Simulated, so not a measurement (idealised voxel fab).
The process module that follows is named voxel self aligned vias.
The cross-section on display is named cut; it measures 260 nm wide, and its cells are 5 nm squares.
A cross-section is a grid of square cells, given in bands from the top down. A band is one or more rows of cells.
Look at the band entry: it leads with the top's height and the bottom's height in nm. Then it lists the materials left to right, with a width in nm for each. The word "full width" on a single material says that material fills the band edge to edge. The word "blank" is empty space.
Counting heights begins at 0, where everything beneath is, in the wafer as received, one material. The lowest band has no bottom; it goes on downwards, as "0 nm and below" shows.
It should be noted that a width expressed as "30 to 40" varies in equal increments from row to row of cells within the band, taking the value of the first number at the top row and that of the second number at the bottom row.
The designation "no modification", where it is given for a processing step, indicates that no cell of the cross-section was altered in the course of that step.
Each empty space that has no open way to the top and spans at least 8 cells appears under "Voids, sealed" as width x height at distance, the distance counted from the left edge, all in nm.
If you see something after the settings on a step's line, that's the simulator's own remark about that step.
A step line may carry the setting "overlay nm", which, for steps involving a mask, states the distance by which the mask lay to the right of its intended position; negative values denote displacement to the left.

The steps planned for the process are as follows
- 1: RECEIVE, material Si
- 2: CONFORMAL_DEP, material SiO2, thk nm 15
- 3: CONFORMAL_DEP, material SiCN, thk nm 5
- 4: DIRECTIONAL_DEP, material lowk, thk nm 25
- 5: DIRECTIONAL_DEP, material aC, thk nm 10
- 6: PATTERN, tone open, mask id LINES, material resist, width nm 30, pitch nm 65, thk nm 25, overlay nm 0
- 7: DIRECTIONAL_ETCH, etch materials aC, depth nm 10
- 8: STRIP, etch materials resist
- 9: DIRECTIONAL_ETCH, etch materials lowk, depth nm 25
- 10: STRIP, etch materials aC
- 11: CONFORMAL_DEP, material TiN, thk nm 5
- 12: FILL_DEP, material W, thk nm 5
- 13: CMP, height nm 45
- 14: SELECTIVE_ETCH, etch materials W Ru TiN, depth nm 10
- 15: FILL_DEP, material SiN, thk nm 10
- 16: CMP, height nm 45
- 17: DIRECTIONAL_DEP, material lowk, thk nm 15
- 18: PATTERN, tone open, mask id VIAS, material resist, width nm 50, pitch nm 65, thk nm 15, overlay nm 0
- 19: DIRECTIONAL_ETCH, etch materials lowk, depth nm 15
- 20: DIRECTIONAL_ETCH, etch materials SiN, depth nm 10
- 21: STRIP, etch materials resist
- 22: CONFORMAL_DEP, material TiN, thk nm 5
- 23: FILL_DEP, material Ru, thk nm 10
- 24: CMP, height nm 60
- 25: CONFORMAL_DEP, material SiCN, thk nm 5

Cross-section: wafer on arrival = after step 1
> 0 nm and below | Si full width
> Voids, sealed: none

Cross-section: first of two wafers, module finished, run according to plan
> 65 nm to 60 nm | SiCN full width
> 60 nm to 50 nm | lowk 70 nm / TiN 5 nm / Ru 40 nm / TiN 5 nm / lowk 15 nm / TiN 5 nm / Ru 40 nm / TiN 5 nm / lowk 75 nm
> 50 nm to 40 nm | lowk 70 to 80 nm / TiN 15 to 5 nm / Ru 20 nm / TiN 15 to 5 nm / lowk 15 to 35 nm / TiN 15 to 5 nm / Ru 20 nm / TiN 15 to 5 nm / lowk 75 to 85 nm
> 40 nm to 35 nm | lowk 80 nm / TiN 30 nm / lowk 35 nm / TiN 30 nm / lowk 85 nm
> 35 nm to 25 nm | lowk 80 nm / TiN 5 nm / W 20 nm / TiN 5 nm / lowk 35 nm / TiN 5 nm / W 20 nm / TiN 5 nm / lowk 85 nm
> 25 nm to 20 nm | lowk 80 nm / TiN 30 nm / lowk 35 nm / TiN 30 nm / lowk 85 nm
> 20 nm to 15 nm | SiCN full width
> 15 nm to 0 nm | SiO2 full width
> 0 nm and below | Si full width
> Voids, sealed: none

So this is wafer number two of the two, cut at the end of the module - it started where the first did and had the same plan, we just got one thing wrong running it
> 65 nm to 60 nm | SiCN full width
> 60 nm to 50 nm | lowk 70 nm / TiN 5 nm / Ru 40 nm / TiN 5 nm / lowk 15 nm / TiN 5 nm / Ru 40 nm / TiN 5 nm / lowk 75 nm
> 50 nm to 45 nm | lowk 70 nm / TiN 50 nm / lowk 15 nm / TiN 50 nm / lowk 75 nm
> 45 nm to 35 nm | SiN 70 nm / TiN 10 nm / lowk 30 nm / TiN 10 nm / SiN 15 nm / TiN 10 nm / lowk 30 nm / TiN 10 nm / SiN 75 nm
> 35 nm to 25 nm | W 75 nm / TiN 5 nm / lowk 30 nm / TiN 5 nm / W 25 nm / TiN 5 nm / lowk 30 nm / TiN 5 nm / W 80 nm
> 25 nm to 20 nm | TiN 80 nm / lowk 30 nm / TiN 35 nm / lowk 30 nm / TiN 85 nm
> 20 nm to 15 nm | SiCN full width
> 15 nm to 0 nm | SiO2 full width
> 0 nm and below | Si full width
> Voids, sealed: none
What was done differently from what was planned? note that step 6 departed from the planned setting and was carried out as PATTERN, tone cover, mask id LINES, material resist, width nm 30, pitch nm 65, thk nm 25, overlay nm 0
Heads up, by the end the second wafer has more or fewer cells of some materials compared to the first: Ru -16, SiN +64, TiN +36, W +56, lowk -140
